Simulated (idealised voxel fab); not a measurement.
This is a process module. Its name is voxel gate over fins.
Cross-section cut spans 215 nm and uses square cells 5 nm in size.
Heads up, the way a cross-section reads in here is a grid of square cells, handed over as bands from the top down, with every band being one or more rows of cells.
It is stipulated that each band's entry specify, in nanometres, the height of the top of the band and then that of its bottom, followed by the materials of the band in left-to-right sequence, each together with its width in nanometres. A single material marked by the word "edge to edge" is understood to fill the band from edge to edge; the word "empty" is understood to denote empty space.
Measure heights from 0. That's the level where, below it, the as-received wafer is all one material. The lowest band is bottomless and extends downward; write it as in "0 -> down".
The expression "30->40" gives the width at the extremes of the band, the first number at its top row of cells and the second at its bottom row, with the width changing by equal amounts from each row to the next in between.
What does "identical to before" mean for a step? It means no cell of the cross-section changed in that step.
In "Sealed void inventory" the enclosed voids are listed, meaning empty spaces of 8 cells or larger without any opening to the top. The form is width x height at distance, distance from the left edge, units nm.
Formally, on a step line, whatever follows the settings is a remark that the simulator itself makes on the step.
overlay nm: step with mask; distance mask lay right of planned place; negative value = left of planned place.
THE PLANNED PROCESS STEPS ARE ENUMERATED HEREUNDER
1 op RECEIVE | material Si
2 op CONFORMAL_DEP | material SiN | thk nm 10
3 op DIRECTIONAL_DEP | material aC | thk nm 5
4 op PATTERN | tone cover | mask id FINS | material resist | width nm 15 | pitch nm 40 | thk nm 30 | overlay nm 0
5 op DIRECTIONAL_ETCH | etch materials aC | depth nm 15
6 op STRIP | etch materials resist
7 op DIRECTIONAL_ETCH | etch materials SiN | depth nm 10
8 op DIRECTIONAL_ETCH | etch materials Si | depth nm 40
9 op STRIP | etch materials aC
10 op FILL_DEP | material SiO2 | thk nm 5
11 op CMP | height nm 10
12 op SELECTIVE_ETCH | etch materials SiO2 | depth nm 25
13 op STRIP | etch materials SiN
14 op CONFORMAL_DEP | material HfO2 | thk nm 5
15 op CONFORMAL_DEP | material TiN | thk nm 5
16 op CONFORMAL_DEP | material TiAl | thk nm 5
17 op CONFORMAL_DEP | material TiN | thk nm 5
18 op FILL_DEP | material W | thk nm 15
19 op CMP | height nm 30
20 op CONFORMAL_DEP | material SiCN | thk nm 10
Wafers differ in thk nm at step 3; plan lists the first wafer's value; identical starting state.
FIRST OF SEVERAL WAFERS (AS RECEIVED, POST STEP 1), CROSS-SECTIONAL VIEW
* 0 -> down: Si edge to edge
* Sealed void inventory: none
SO IN THIS TABLE EVERY WAFER GETS ITS OWN ROW, AND WHAT YOU SEE IS WHERE IT STANDS AT THE END OF THE MODULE: FOR EACH MATERIAL, HOW MANY CELLS IT PICKED UP (+) OR GAVE UP (-) SINCE WE RECEIVED IT, AND AFTER THAT ITS CLOSED VOIDS
thk nm 5, +61 HfO2, -272 Si, +86 SiCN, +170 SiO2, +55 TiAl, +110 TiN, +134 W, Sealed void inventory: none
thk nm 10, +61 HfO2, -272 Si, +86 SiCN, +170 SiO2, +55 TiAl, +110 TiN, +134 W, Sealed void inventory: none
thk nm 15, +61 HfO2, -272 Si, +86 SiCN, +170 SiO2, +55 TiAl, +110 TiN, +134 W, Sealed void inventory: none
thk nm 20, +43 HfO2, +86 SiCN, +43 TiAl, +86 TiN, +86 W, Sealed void inventory: none
thk nm 25, +43 HfO2, +86 SiCN, +43 TiAl, +86 TiN, +86 W, Sealed void inventory: none
thk nm 30, +43 HfO2, +86 SiCN, +43 TiAl, +86 TiN, +86 W, Sealed void inventory: none
